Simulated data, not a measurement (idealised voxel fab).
Process module, titled voxel wiring stack
The figure presents cross-section cut, which has a width of 195 nm and is divided into square cells with an edge length of 5 nm.
Heads up, the way a cross-section reads in here is a grid of square cells, handed over as bands from the top down, with every band being one or more rows of cells.
Band entry format. Leading values: height of top, height of bottom, nm. Remainder: materials in left-to-right order, each with its width in nm. Special words: "throughout" on a single material, which then fills the band edge to edge; "empty", empty space.
Heights from 0 (as-received wafer is one material below). Bottom band endless downward, as "0 -> down".
Width "30 to 40": first value at the band's top row of cells, second value at its bottom row, equal change from row to row.
No cell of the cross-section changed in a step that is given as "same as before".
"closed voids" means: voids of 8 cells or more that are shut off from the top with no open way through. Written width x height at distance, distance from the left edge, in nm.
Whatever follows a step's settings on its line is a remark the simulator itself makes about that step.
Each step line may optionally specify "overlay nm", which for a step with a mask gives the rightward distance between the mask's planned place and where it lay, a negative value indicating the leftward direction.

These are the steps we planned for the process
1 RECEIVE (material Si)
2 CONFORMAL_DEP (material SiO2; thk nm 15)
3 DIRECTIONAL_DEP (material TiN; thk nm 5)
4 DIRECTIONAL_DEP (material Ru; thk nm 20)
5 PATTERN (tone cover; mask id METAL_1; material resist; width nm 20; pitch nm 45; thk nm 20; overlay nm 0)
6 DIRECTIONAL_ETCH (etch materials Ru; depth nm 20)
7 DIRECTIONAL_ETCH (etch materials TiN; depth nm 5)
8 STRIP (etch materials resist)
9 FILL_DEP (material lowk; thk nm 10)
10 CMP (height nm 40)
11 CONFORMAL_DEP (material SiCN; thk nm 5)
12 DIRECTIONAL_DEP (material lowk; thk nm 15)
13 DIRECTIONAL_DEP (material aC; thk nm 15)
14 PATTERN (tone open; mask id PLUG_1; material resist; width nm 15; pitch nm 45; thk nm 35; overlay nm 0)
15 DIRECTIONAL_ETCH (etch materials aC; depth nm 15)
16 STRIP (etch materials resist)
17 DIRECTIONAL_ETCH (etch materials lowk; depth nm 15)
18 DIRECTIONAL_ETCH (etch materials SiCN; depth nm 5)
19 STRIP (etch materials aC)
20 EPI (material Ru; thk nm 10)
21 EPI (material Ru; thk nm 10)
22 CONFORMAL_DEP (material SiN; thk nm 5)
23 DIRECTIONAL_DEP (material SiO2; thk nm 15)
24 DIRECTIONAL_DEP (material aC; thk nm 10)
25 PATTERN (tone open; mask id METAL_2; material resist; width nm 20; pitch nm 45; thk nm 30; overlay nm 0)
26 DIRECTIONAL_ETCH (etch materials aC; depth nm 10)
27 STRIP (etch materials resist)
28 DIRECTIONAL_ETCH (etch materials SiO2; depth nm 15)
29 DIRECTIONAL_ETCH (etch materials SiN; depth nm 5)
30 STRIP (etch materials aC)
31 CONFORMAL_DEP (material TiN; thk nm 5)
32 FILL_DEP (material Cu; thk nm 10)
33 CMP (height nm 80)
34 CONFORMAL_DEP (material SiCN; thk nm 5)
35 DIRECTIONAL_DEP (material lowk; thk nm 30)
36 DIRECTIONAL_DEP (material aC; thk nm 15)
37 PATTERN (tone open; mask id METAL_3; material resist; width nm 20; pitch nm 45; thk nm 35; overlay nm 0)
38 DIRECTIONAL_ETCH (etch materials aC; depth nm 15)
39 STRIP (etch materials resist)
40 DIRECTIONAL_ETCH (etch materials lowk; depth nm 15)
41 STRIP (etch materials aC)
42 MASKED_ETCH (tone open; mask id METAL_3_HOLES; width nm 15; pitch nm 45; etch materials lowk; depth nm 15; overlay nm 0)
43 MASKED_ETCH (tone open; mask id METAL_3_HOLES; width nm 15; pitch nm 45; etch materials SiCN; depth nm 5; overlay nm 0)
44 CONFORMAL_DEP (material TiN; thk nm 5)
45 FILL_DEP (material Cu; thk nm 5)
46 CMP (height nm 115)
47 CONFORMAL_DEP (material SiCN; thk nm 5)
48 DIRECTIONAL_DEP (material lowk; thk nm 10)
49 MASKED_ETCH (tone open; mask id PLUG_3; width nm 15; pitch nm 45; etch materials lowk; depth nm 10; overlay nm 0)
50 MASKED_ETCH (tone open; mask id PLUG_3; width nm 15; pitch nm 45; etch materials SiCN; depth nm 5; overlay nm 0)
51 CONFORMAL_DEP (material TiN; thk nm 5)
52 FILL_DEP (material Cu; thk nm 5)
53 CMP (height nm 130)
54 CONFORMAL_DEP (material SiCN; thk nm 5)
55 DIRECTIONAL_DEP (material SiO2; thk nm 25)
56 DIRECTIONAL_DEP (material aC; thk nm 10)
57 PATTERN (tone open; mask id METAL_4; material resist; width nm 20; pitch nm 45; thk nm 25; overlay nm 0)
58 DIRECTIONAL_ETCH (etch materials aC; depth nm 10)
59 STRIP (etch materials resist)
60 DIRECTIONAL_ETCH (etch materials SiO2; depth nm 25)
61 DIRECTIONAL_ETCH (etch materials SiCN; depth nm 5)
62 STRIP (etch materials aC)
63 CONFORMAL_DEP (material TiN; thk nm 5)
64 FILL_DEP (material Cu; thk nm 5)
65 CMP (height nm 160)
66 CONFORMAL_DEP (material SiCN; thk nm 5)

Account of the first of two wafers, which was processed as intended

Cross-sectional view of the wafer in its as-received condition, corresponding to the state after step 1
0 -> down  Si throughout
closed voids: none

Cross-section through the wafer, step 2 finished
15 -> 0  SiO2 throughout
Lower than 0, everything is as it was.

Cross-section through the wafer, step 3 finished
20 -> 15  TiN throughout
Lower than 15, everything is as it was.

Cross-section through the wafer, step 4 finished
40 -> 20  Ru throughout
Lower than 20, everything is as it was.

Cross-section through the wafer, step 5 finished
60 -> 40  40 empty, 20 resist, 25 empty, 20 resist, 25 empty, 20 resist, 45 empty
Lower than 40, everything is as it was.

Cross-section through the wafer, step 6 finished
60 -> 40  40 empty, 20 resist, 25 empty, 20 resist, 25 empty, 20 resist, 45 empty
40 -> 20  40 empty, 20 Ru, 25 empty, 20 Ru, 25 empty, 20 Ru, 45 empty
Lower than 20, everything is as it was.

Cross-section through the wafer, step 7 finished
60 -> 40  40 empty, 20 resist, 25 empty, 20 resist, 25 empty, 20 resist, 45 empty
40 -> 20  40 empty, 20 Ru, 25 empty, 20 Ru, 25 empty, 20 Ru, 45 empty
20 -> 15  40 empty, 20 TiN, 25 empty, 20 TiN, 25 empty, 20 TiN, 45 empty
Lower than 15, everything is as it was.

Cross-section through the wafer, step 8 finished
40 -> 20  40 empty, 20 Ru, 25 empty, 20 Ru, 25 empty, 20 Ru, 45 empty
Lower than 20, everything is as it was.

Cross-section through the wafer, step 9 finished
50 -> 40  lowk throughout
40 -> 20  40 lowk, 20 Ru, 25 lowk, 20 Ru, 25 lowk, 20 Ru, 45 lowk
20 -> 15  40 lowk, 20 TiN, 25 lowk, 20 TiN, 25 lowk, 20 TiN, 45 lowk
Lower than 15, everything is as it was.

Cross-section through the wafer, step 10 finished
40 -> 20  40 lowk, 20 Ru, 25 lowk, 20 Ru, 25 lowk, 20 Ru, 45 lowk
Lower than 20, everything is as it was.

Cross-section through the wafer, step 11 finished
45 -> 40  SiCN throughout
Lower than 40, everything is as it was.

Cross-section through the wafer, step 12 finished
60 -> 45  lowk throughout
Lower than 45, everything is as it was.

Cross-section through the wafer, step 13 finished
75 -> 60  aC throughout
Lower than 60, everything is as it was.

Cross-section through the wafer, step 14 finished
110 -> 75  40 resist, 15 empty, 30 resist, 15 empty, 30 resist, 15 empty, 50 resist
Lower than 75, everything is as it was.

Cross-section through the wafer, step 15 finished
95 -> 75  40 resist, 15 empty, 30 resist, 15 empty, 30 resist, 15 empty, 50 resist
75 -> 60  40 aC, 15 empty, 30 aC, 15 empty, 30 aC, 15 empty, 50 aC
Lower than 60, everything is as it was.

Cross-section through the wafer, step 16 finished
75 -> 60  40 aC, 15 empty, 30 aC, 15 empty, 30 aC, 15 empty, 50 aC
Lower than 60, everything is as it was.

Cross-section through the wafer, step 17 finished
75 -> 60  40 aC, 15 empty, 30 aC, 15 empty, 30 aC, 15 empty, 50 aC
60 -> 45  40 lowk, 15 empty, 30 lowk, 15 empty, 30 lowk, 15 empty, 50 lowk
Lower than 45, everything is as it was.

Cross-section through the wafer, step 18 finished
75 -> 60  40 aC, 15 empty, 30 aC, 15 empty, 30 aC, 15 empty, 50 aC
60 -> 45  40 lowk, 15 empty, 30 lowk, 15 empty, 30 lowk, 15 empty, 50 lowk
45 -> 40  40 SiCN, 15 empty, 30 SiCN, 15 empty, 30 SiCN, 15 empty, 50 SiCN
Lower than 40, everything is as it was.

Cross-section through the wafer, step 19 finished
60 -> 45  40 lowk, 15 empty, 30 lowk, 15 empty, 30 lowk, 15 empty, 50 lowk
Lower than 45, everything is as it was.

Cross-section through the wafer, step 20 finished
60 -> 50  40 lowk, 15 empty, 30 lowk, 15 empty, 30 lowk, 15 empty, 50 lowk
50 -> 45  40 lowk, 15 Ru, 30 lowk, 15 Ru, 30 lowk, 15 Ru, 50 lowk
45 -> 40  40 SiCN, 15 Ru, 30 SiCN, 15 Ru, 30 SiCN, 15 Ru, 50 SiCN
Lower than 40, everything is as it was.

Cross-section through the wafer, step 21 finished
60 -> 45  40 lowk, 15 Ru, 30 lowk, 15 Ru, 30 lowk, 15 Ru, 50 lowk
Lower than 45, everything is as it was.

Cross-section through the wafer, step 22 finished
65 -> 60  SiN throughout
Lower than 60, everything is as it was.

Cross-section through the wafer, step 23 finished
80 -> 65  SiO2 throughout
Lower than 65, everything is as it was.

Cross-section through the wafer, step 24 finished
90 -> 80  aC throughout
Lower than 80, everything is as it was.

Cross-section through the wafer, step 25 finished
120 -> 90  40 resist, 20 empty, 25 resist, 20 empty, 25 resist, 20 empty, 45 resist
Lower than 90, everything is as it was.

Cross-section through the wafer, step 26 finished
110 -> 90  40 resist, 20 empty, 25 resist, 20 empty, 25 resist, 20 empty, 45 resist
90 -> 80  40 aC, 20 empty, 25 aC, 20 empty, 25 aC, 20 empty, 45 aC
Lower than 80, everything is as it was.

Cross-section through the wafer, step 27 finished
90 -> 80  40 aC, 20 empty, 25 aC, 20 empty, 25 aC, 20 empty, 45 aC
Lower than 80, everything is as it was.

Cross-section through the wafer, step 28 finished
90 -> 80  40 aC, 20 empty, 25 aC, 20 empty, 25 aC, 20 empty, 45 aC
80 -> 65  40 SiO2, 20 empty, 25 SiO2, 20 empty, 25 SiO2, 20 empty, 45 SiO2
Lower than 65, everything is as it was.

Cross-section through the wafer, step 29 finished
90 -> 80  40 aC, 20 empty, 25 aC, 20 empty, 25 aC, 20 empty, 45 aC
80 -> 65  40 SiO2, 20 empty, 25 SiO2, 20 empty, 25 SiO2, 20 empty, 45 SiO2
65 -> 60  40 SiN, 20 empty, 25 SiN, 20 empty, 25 SiN, 20 empty, 45 SiN
Lower than 60, everything is as it was.

Cross-section through the wafer, step 30 finished
80 -> 65  40 SiO2, 20 empty, 25 SiO2, 20 empty, 25 SiO2, 20 empty, 45 SiO2
Lower than 65, everything is as it was.

Cross-section through the wafer, step 31 finished
85 -> 80  45 TiN, 10 empty, 35 TiN, 10 empty, 35 TiN, 10 empty, 50 TiN
80 -> 65  40 SiO2, 5 TiN, 10 empty, 5 TiN, 25 SiO2, 5 TiN, 10 empty, 5 TiN, 25 SiO2, 5 TiN, 10 empty, 5 TiN, 45 SiO2
65 -> 60  40 SiN, 20 TiN, 25 SiN, 20 TiN, 25 SiN, 20 TiN, 45 SiN
Lower than 60, everything is as it was.

Cross-section through the wafer, step 32 finished
95 -> 85  Cu throughout
85 -> 80  45 TiN, 10 Cu, 35 TiN, 10 Cu, 35 TiN, 10 Cu, 50 TiN
80 -> 65  40 SiO2, 5 TiN, 10 Cu, 5 TiN, 25 SiO2, 5 TiN, 10 Cu, 5 TiN, 25 SiO2, 5 TiN, 10 Cu, 5 TiN, 45 SiO2
Lower than 65, everything is as it was.

Cross-section through the wafer, step 33 finished
80 -> 65  40 SiO2, 5 TiN, 10 Cu, 5 TiN, 25 SiO2, 5 TiN, 10 Cu, 5 TiN, 25 SiO2, 5 TiN, 10 Cu, 5 TiN, 45 SiO2
Lower than 65, everything is as it was.

Cross-section through the wafer, step 34 finished
85 -> 80  SiCN throughout
Lower than 80, everything is as it was.

Cross-section through the wafer, step 35 finished
115 -> 85  lowk throughout
Lower than 85, everything is as it was.

Cross-section through the wafer, step 36 finished
130 -> 115  aC throughout
Lower than 115, everything is as it was.

Cross-section through the wafer, step 37 finished
165 -> 130  40 resist, 20 empty, 25 resist, 20 empty, 25 resist, 20 empty, 45 resist
Lower than 130, everything is as it was.

Cross-section through the wafer, step 38 finished
150 -> 130  40 resist, 20 empty, 25 resist, 20 empty, 25 resist, 20 empty, 45 resist
130 -> 115  40 aC, 20 empty, 25 aC, 20 empty, 25 aC, 20 empty, 45 aC
Lower than 115, everything is as it was.

Cross-section through the wafer, step 39 finished
130 -> 115  40 aC, 20 empty, 25 aC, 20 empty, 25 aC, 20 empty, 45 aC
Lower than 115, everything is as it was.

Cross-section through the wafer, step 40 finished
130 -> 115  40 aC, 20 empty, 25 aC, 20 empty, 25 aC, 20 empty, 45 aC
115 -> 100  40 lowk, 20 empty, 25 lowk, 20 empty, 25 lowk, 20 empty, 45 lowk
Lower than 100, everything is as it was.

Cross-section through the wafer, step 41 finished
115 -> 100  40 lowk, 20 empty, 25 lowk, 20 empty, 25 lowk, 20 empty, 45 lowk
Lower than 100, everything is as it was.

Cross-section through the wafer, step 42 finished
115 -> 100  40 lowk, 20 empty, 25 lowk, 20 empty, 25 lowk, 20 empty, 45 lowk
100 -> 85  40 lowk, 15 empty, 30 lowk, 15 empty, 30 lowk, 15 empty, 50 lowk
Lower than 85, everything is as it was.

Cross-section through the wafer, step 43 finished
115 -> 100  40 lowk, 20 empty, 25 lowk, 20 empty, 25 lowk, 20 empty, 45 lowk
100 -> 85  40 lowk, 15 empty, 30 lowk, 15 empty, 30 lowk, 15 empty, 50 lowk
85 -> 80  40 SiCN, 15 empty, 30 SiCN, 15 empty, 30 SiCN, 15 empty, 50 SiCN
Lower than 80, everything is as it was.

Cross-section through the wafer, step 44 finished
120 -> 115  45 TiN, 10 empty, 35 TiN, 10 empty, 35 TiN, 10 empty, 50 TiN
115 -> 105  40 lowk, 5 TiN, 10 empty, 5 TiN, 25 lowk, 5 TiN, 10 empty, 5 TiN, 25 lowk, 5 TiN, 10 empty, 5 TiN, 45 lowk
105 -> 100  40 lowk, 5 TiN, 5 empty, 10 TiN, 25 lowk, 5 TiN, 5 empty, 10 TiN, 25 lowk, 5 TiN, 5 empty, 10 TiN, 45 lowk
100 -> 85  40 lowk, 5 TiN, 5 empty, 5 TiN, 30 lowk, 5 TiN, 5 empty, 5 TiN, 30 lowk, 5 TiN, 5 empty, 5 TiN, 50 lowk
85 -> 80  40 SiCN, 15 TiN, 30 SiCN, 15 TiN, 30 SiCN, 15 TiN, 50 SiCN
Lower than 80, everything is as it was.

Cross-section through the wafer, step 45 finished
125 -> 120  Cu throughout
120 -> 115  45 TiN, 10 Cu, 35 TiN, 10 Cu, 35 TiN, 10 Cu, 50 TiN
115 -> 105  40 lowk, 5 TiN, 10 Cu, 5 TiN, 25 lowk, 5 TiN, 10 Cu, 5 TiN, 25 lowk, 5 TiN, 10 Cu, 5 TiN, 45 lowk
105 -> 100  40 lowk, 5 TiN, 5 Cu, 10 TiN, 25 lowk, 5 TiN, 5 Cu, 10 TiN, 25 lowk, 5 TiN, 5 Cu, 10 TiN, 45 lowk
100 -> 85  40 lowk, 5 TiN, 5 Cu, 5 TiN, 30 lowk, 5 TiN, 5 Cu, 5 TiN, 30 lowk, 5 TiN, 5 Cu, 5 TiN, 50 lowk
Lower than 85, everything is as it was.

Cross-section through the wafer, step 46 finished
115 -> 105  40 lowk, 5 TiN, 10 Cu, 5 TiN, 25 lowk, 5 TiN, 10 Cu, 5 TiN, 25 lowk, 5 TiN, 10 Cu, 5 TiN, 45 lowk
Lower than 105, everything is as it was.

Cross-section through the wafer, step 47 finished
120 -> 115  SiCN throughout
Lower than 115, everything is as it was.

Cross-section through the wafer, step 48 finished
130 -> 120  lowk throughout
Lower than 120, everything is as it was.

Cross-section through the wafer, step 49 finished
130 -> 120  40 lowk, 15 empty, 30 lowk, 15 empty, 30 lowk, 15 empty, 50 lowk
Lower than 120, everything is as it was.

Cross-section through the wafer, step 50 finished
130 -> 120  40 lowk, 15 empty, 30 lowk, 15 empty, 30 lowk, 15 empty, 50 lowk
120 -> 115  40 SiCN, 15 empty, 30 SiCN, 15 empty, 30 SiCN, 15 empty, 50 SiCN
Lower than 115, everything is as it was.

Cross-section through the wafer, step 51 finished
135 -> 130  45 TiN, 5 empty, 40 TiN, 5 empty, 40 TiN, 5 empty, 55 TiN
130 -> 120  40 lowk, 5 TiN, 5 empty, 5 TiN, 30 lowk, 5 TiN, 5 empty, 5 TiN, 30 lowk, 5 TiN, 5 empty, 5 TiN, 50 lowk
120 -> 115  40 SiCN, 15 TiN, 30 SiCN, 15 TiN, 30 SiCN, 15 TiN, 50 SiCN
Lower than 115, everything is as it was.

Cross-section through the wafer, step 52 finished
140 -> 135  Cu throughout
135 -> 130  45 TiN, 5 Cu, 40 TiN, 5 Cu, 40 TiN, 5 Cu, 55 TiN
130 -> 120  40 lowk, 5 TiN, 5 Cu, 5 TiN, 30 lowk, 5 TiN, 5 Cu, 5 TiN, 30 lowk, 5 TiN, 5 Cu, 5 TiN, 50 lowk
Lower than 120, everything is as it was.

Cross-section through the wafer, step 53 finished
130 -> 120  40 lowk, 5 TiN, 5 Cu, 5 TiN, 30 lowk, 5 TiN, 5 Cu, 5 TiN, 30 lowk, 5 TiN, 5 Cu, 5 TiN, 50 lowk
Lower than 120, everything is as it was.

Cross-section through the wafer, step 54 finished
135 -> 130  SiCN throughout
Lower than 130, everything is as it was.

Cross-section through the wafer, step 55 finished
160 -> 135  SiO2 throughout
Lower than 135, everything is as it was.

Cross-section through the wafer, step 56 finished
170 -> 160  aC throughout
Lower than 160, everything is as it was.

Cross-section through the wafer, step 57 finished
195 -> 170  40 resist, 20 empty, 25 resist, 20 empty, 25 resist, 20 empty, 45 resist
Lower than 170, everything is as it was.

Cross-section through the wafer, step 58 finished
185 -> 170  40 resist, 20 empty, 25 resist, 20 empty, 25 resist, 20 empty, 45 resist
170 -> 160  40 aC, 20 empty, 25 aC, 20 empty, 25 aC, 20 empty, 45 aC
Lower than 160, everything is as it was.

Cross-section through the wafer, step 59 finished
170 -> 160  40 aC, 20 empty, 25 aC, 20 empty, 25 aC, 20 empty, 45 aC
Lower than 160, everything is as it was.

Cross-section through the wafer, step 60 finished
170 -> 160  40 aC, 20 empty, 25 aC, 20 empty, 25 aC, 20 empty, 45 aC
160 -> 135  40 SiO2, 20 empty, 25 SiO2, 20 empty, 25 SiO2, 20 empty, 45 SiO2
Lower than 135, everything is as it was.

Cross-section through the wafer, step 61 finished
170 -> 160  40 aC, 20 empty, 25 aC, 20 empty, 25 aC, 20 empty, 45 aC
160 -> 135  40 SiO2, 20 empty, 25 SiO2, 20 empty, 25 SiO2, 20 empty, 45 SiO2
135 -> 130  40 SiCN, 20 empty, 25 SiCN, 20 empty, 25 SiCN, 20 empty, 45 SiCN
Lower than 130, everything is as it was.

Cross-section through the wafer, step 62 finished
160 -> 135  40 SiO2, 20 empty, 25 SiO2, 20 empty, 25 SiO2, 20 empty, 45 SiO2
Lower than 135, everything is as it was.

Cross-section through the wafer, step 63 finished
165 -> 160  45 TiN, 10 empty, 35 TiN, 10 empty, 35 TiN, 10 empty, 50 TiN
160 -> 135  40 SiO2, 5 TiN, 10 empty, 5 TiN, 25 SiO2, 5 TiN, 10 empty, 5 TiN, 25 SiO2, 5 TiN, 10 empty, 5 TiN, 45 SiO2
135 -> 130  40 SiCN, 20 TiN, 25 SiCN, 20 TiN, 25 SiCN, 20 TiN, 45 SiCN
Lower than 130, everything is as it was.

Cross-section through the wafer, step 64 finished
170 -> 165  Cu throughout
165 -> 160  45 TiN, 10 Cu, 35 TiN, 10 Cu, 35 TiN, 10 Cu, 50 TiN
160 -> 135  40 SiO2, 5 TiN, 10 Cu, 5 TiN, 25 SiO2, 5 TiN, 10 Cu, 5 TiN, 25 SiO2, 5 TiN, 10 Cu, 5 TiN, 45 SiO2
Lower than 135, everything is as it was.

Cross-section through the wafer, step 65 finished
160 -> 135  40 SiO2, 5 TiN, 10 Cu, 5 TiN, 25 SiO2, 5 TiN, 10 Cu, 5 TiN, 25 SiO2, 5 TiN, 10 Cu, 5 TiN, 45 SiO2
Lower than 135, everything is as it was.

Cross-section through the wafer, step 66 finished
165 -> 160  SiCN throughout
Lower than 160, everything is as it was.

It is to be noted that the second wafer proceeded from the same initial state and according to the same plan as the first, although one mistake was committed in its execution; through step 36, inclusive, the two wafers share an identical history

Look at the second wafer in cross-section at the time step 37 ought to have finished
165 -> 130  50 resist, 20 empty, 25 resist, 20 empty, 25 resist, 20 empty, 35 resist
Lower than 130, everything is as it was.

Look at the second wafer in cross-section at the time step 38 ought to have finished
150 -> 130  50 resist, 20 empty, 25 resist, 20 empty, 25 resist, 20 empty, 35 resist
130 -> 115  50 aC, 20 empty, 25 aC, 20 empty, 25 aC, 20 empty, 35 aC
Lower than 115, everything is as it was.

Look at the second wafer in cross-section at the time step 39 ought to have finished
130 -> 115  50 aC, 20 empty, 25 aC, 20 empty, 25 aC, 20 empty, 35 aC
Lower than 115, everything is as it was.

Look at the second wafer in cross-section at the time step 40 ought to have finished
130 -> 115  50 aC, 20 empty, 25 aC, 20 empty, 25 aC, 20 empty, 35 aC
115 -> 100  50 lowk, 20 empty, 25 lowk, 20 empty, 25 lowk, 20 empty, 35 lowk
Lower than 100, everything is as it was.

Look at the second wafer in cross-section at the time step 41 ought to have finished
115 -> 100  50 lowk, 20 empty, 25 lowk, 20 empty, 25 lowk, 20 empty, 35 lowk
Lower than 100, everything is as it was.

Look at the second wafer in cross-section at the time step 42 ought to have finished
115 -> 100  40 lowk, 30 empty, 15 lowk, 30 empty, 15 lowk, 30 empty, 35 lowk
100 -> 85  50 lowk, 5 empty, 40 lowk, 5 empty, 40 lowk, 5 empty, 50 lowk
Lower than 85, everything is as it was.

Look at the second wafer in cross-section at the time step 43 ought to have finished
115 -> 100  40 lowk, 30 empty, 15 lowk, 30 empty, 15 lowk, 30 empty, 35 lowk
100 -> 85  50 lowk, 5 empty, 40 lowk, 5 empty, 40 lowk, 5 empty, 50 lowk
85 -> 80  50 SiCN, 5 empty, 40 SiCN, 5 empty, 40 SiCN, 5 empty, 50 SiCN
Lower than 80, everything is as it was.

Look at the second wafer in cross-section at the time step 44 ought to have finished
120 -> 115  45 TiN, 20 empty, 25 TiN, 20 empty, 25 TiN, 20 empty, 40 TiN
115 -> 105  40 lowk, 5 TiN, 20 empty, 5 TiN, 15 lowk, 5 TiN, 20 empty, 5 TiN, 15 lowk, 5 TiN, 20 empty, 5 TiN, 35 lowk
105 -> 100  40 lowk, 30 TiN, 15 lowk, 30 TiN, 15 lowk, 30 TiN, 35 lowk
100 -> 85  50 lowk, 5 TiN, 40 lowk, 5 TiN, 40 lowk, 5 TiN, 50 lowk
85 -> 80  50 SiCN, 5 TiN, 40 SiCN, 5 TiN, 40 SiCN, 5 TiN, 50 SiCN
Lower than 80, everything is as it was.

Look at the second wafer in cross-section at the time step 45 ought to have finished
125 -> 120  Cu throughout
120 -> 115  45 TiN, 20 Cu, 25 TiN, 20 Cu, 25 TiN, 20 Cu, 40 TiN
115 -> 105  40 lowk, 5 TiN, 20 Cu, 5 TiN, 15 lowk, 5 TiN, 20 Cu, 5 TiN, 15 lowk, 5 TiN, 20 Cu, 5 TiN, 35 lowk
Lower than 105, everything is as it was.

Look at the second wafer in cross-section at the time step 46 ought to have finished
115 -> 105  40 lowk, 5 TiN, 20 Cu, 5 TiN, 15 lowk, 5 TiN, 20 Cu, 5 TiN, 15 lowk, 5 TiN, 20 Cu, 5 TiN, 35 lowk
Lower than 105, everything is as it was.

Look at the second wafer in cross-section at the time step 47 ought to have finished
120 -> 115  SiCN throughout
Lower than 115, everything is as it was.

Look at the second wafer in cross-section at the time step 48 ought to have finished
130 -> 120  lowk throughout
Lower than 120, everything is as it was.

Look at the second wafer in cross-section at the time step 49 ought to have finished
130 -> 120  40 lowk, 15 empty, 30 lowk, 15 empty, 30 lowk, 15 empty, 50 lowk
Lower than 120, everything is as it was.

Look at the second wafer in cross-section at the time step 50 ought to have finished
130 -> 120  40 lowk, 15 empty, 30 lowk, 15 empty, 30 lowk, 15 empty, 50 lowk
120 -> 115  40 SiCN, 15 empty, 30 SiCN, 15 empty, 30 SiCN, 15 empty, 50 SiCN
Lower than 115, everything is as it was.

Look at the second wafer in cross-section at the time step 51 ought to have finished
135 -> 130  45 TiN, 5 empty, 40 TiN, 5 empty, 40 TiN, 5 empty, 55 TiN
130 -> 120  40 lowk, 5 TiN, 5 empty, 5 TiN, 30 lowk, 5 TiN, 5 empty, 5 TiN, 30 lowk, 5 TiN, 5 empty, 5 TiN, 50 lowk
120 -> 115  40 SiCN, 15 TiN, 30 SiCN, 15 TiN, 30 SiCN, 15 TiN, 50 SiCN
Lower than 115, everything is as it was.

Look at the second wafer in cross-section at the time step 52 ought to have finished
140 -> 135  Cu throughout
135 -> 130  45 TiN, 5 Cu, 40 TiN, 5 Cu, 40 TiN, 5 Cu, 55 TiN
130 -> 120  40 lowk, 5 TiN, 5 Cu, 5 TiN, 30 lowk, 5 TiN, 5 Cu, 5 TiN, 30 lowk, 5 TiN, 5 Cu, 5 TiN, 50 lowk
Lower than 120, everything is as it was.

Look at the second wafer in cross-section at the time step 53 ought to have finished
130 -> 120  40 lowk, 5 TiN, 5 Cu, 5 TiN, 30 lowk, 5 TiN, 5 Cu, 5 TiN, 30 lowk, 5 TiN, 5 Cu, 5 TiN, 50 lowk
Lower than 120, everything is as it was.

Look at the second wafer in cross-section at the time step 54 ought to have finished
135 -> 130  SiCN throughout
Lower than 130, everything is as it was.

Look at the second wafer in cross-section at the time step 55 ought to have finished
160 -> 135  SiO2 throughout
Lower than 135, everything is as it was.

Look at the second wafer in cross-section at the time step 56 ought to have finished
170 -> 160  aC throughout
Lower than 160, everything is as it was.

Look at the second wafer in cross-section at the time step 57 ought to have finished
195 -> 170  40 resist, 20 empty, 25 resist, 20 empty, 25 resist, 20 empty, 45 resist
Lower than 170, everything is as it was.

Look at the second wafer in cross-section at the time step 58 ought to have finished
185 -> 170  40 resist, 20 empty, 25 resist, 20 empty, 25 resist, 20 empty, 45 resist
170 -> 160  40 aC, 20 empty, 25 aC, 20 empty, 25 aC, 20 empty, 45 aC
Lower than 160, everything is as it was.

Look at the second wafer in cross-section at the time step 59 ought to have finished
170 -> 160  40 aC, 20 empty, 25 aC, 20 empty, 25 aC, 20 empty, 45 aC
Lower than 160, everything is as it was.

Look at the second wafer in cross-section at the time step 60 ought to have finished
170 -> 160  40 aC, 20 empty, 25 aC, 20 empty, 25 aC, 20 empty, 45 aC
160 -> 135  40 SiO2, 20 empty, 25 SiO2, 20 empty, 25 SiO2, 20 empty, 45 SiO2
Lower than 135, everything is as it was.

Look at the second wafer in cross-section at the time step 61 ought to have finished
170 -> 160  40 aC, 20 empty, 25 aC, 20 empty, 25 aC, 20 empty, 45 aC
160 -> 135  40 SiO2, 20 empty, 25 SiO2, 20 empty, 25 SiO2, 20 empty, 45 SiO2
135 -> 130  40 SiCN, 20 empty, 25 SiCN, 20 empty, 25 SiCN, 20 empty, 45 SiCN
Lower than 130, everything is as it was.

Look at the second wafer in cross-section at the time step 62 ought to have finished
160 -> 135  40 SiO2, 20 empty, 25 SiO2, 20 empty, 25 SiO2, 20 empty, 45 SiO2
Lower than 135, everything is as it was.

Look at the second wafer in cross-section at the time step 63 ought to have finished
165 -> 160  45 TiN, 10 empty, 35 TiN, 10 empty, 35 TiN, 10 empty, 50 TiN
160 -> 135  40 SiO2, 5 TiN, 10 empty, 5 TiN, 25 SiO2, 5 TiN, 10 empty, 5 TiN, 25 SiO2, 5 TiN, 10 empty, 5 TiN, 45 SiO2
135 -> 130  40 SiCN, 20 TiN, 25 SiCN, 20 TiN, 25 SiCN, 20 TiN, 45 SiCN
Lower than 130, everything is as it was.

Look at the second wafer in cross-section at the time step 64 ought to have finished
170 -> 165  Cu throughout
165 -> 160  45 TiN, 10 Cu, 35 TiN, 10 Cu, 35 TiN, 10 Cu, 50 TiN
160 -> 135  40 SiO2, 5 TiN, 10 Cu, 5 TiN, 25 SiO2, 5 TiN, 10 Cu, 5 TiN, 25 SiO2, 5 TiN, 10 Cu, 5 TiN, 45 SiO2
Lower than 135, everything is as it was.

Look at the second wafer in cross-section at the time step 65 ought to have finished
160 -> 135  40 SiO2, 5 TiN, 10 Cu, 5 TiN, 25 SiO2, 5 TiN, 10 Cu, 5 TiN, 25 SiO2, 5 TiN, 10 Cu, 5 TiN, 45 SiO2
Lower than 135, everything is as it was.

Look at the second wafer in cross-section at the time step 66 ought to have finished
165 -> 160  SiCN throughout
Lower than 160, everything is as it was.
Run error: note that step 37 departed from the planned setting and was carried out as PATTERN (tone open; mask id METAL_3; material resist; width nm 20; pitch nm 45; thk nm 35; overlay nm 10)
Final difference in cells, second wafer against first, listed per material as more or fewer: SiCN: 6 more | TiN: 6 fewer
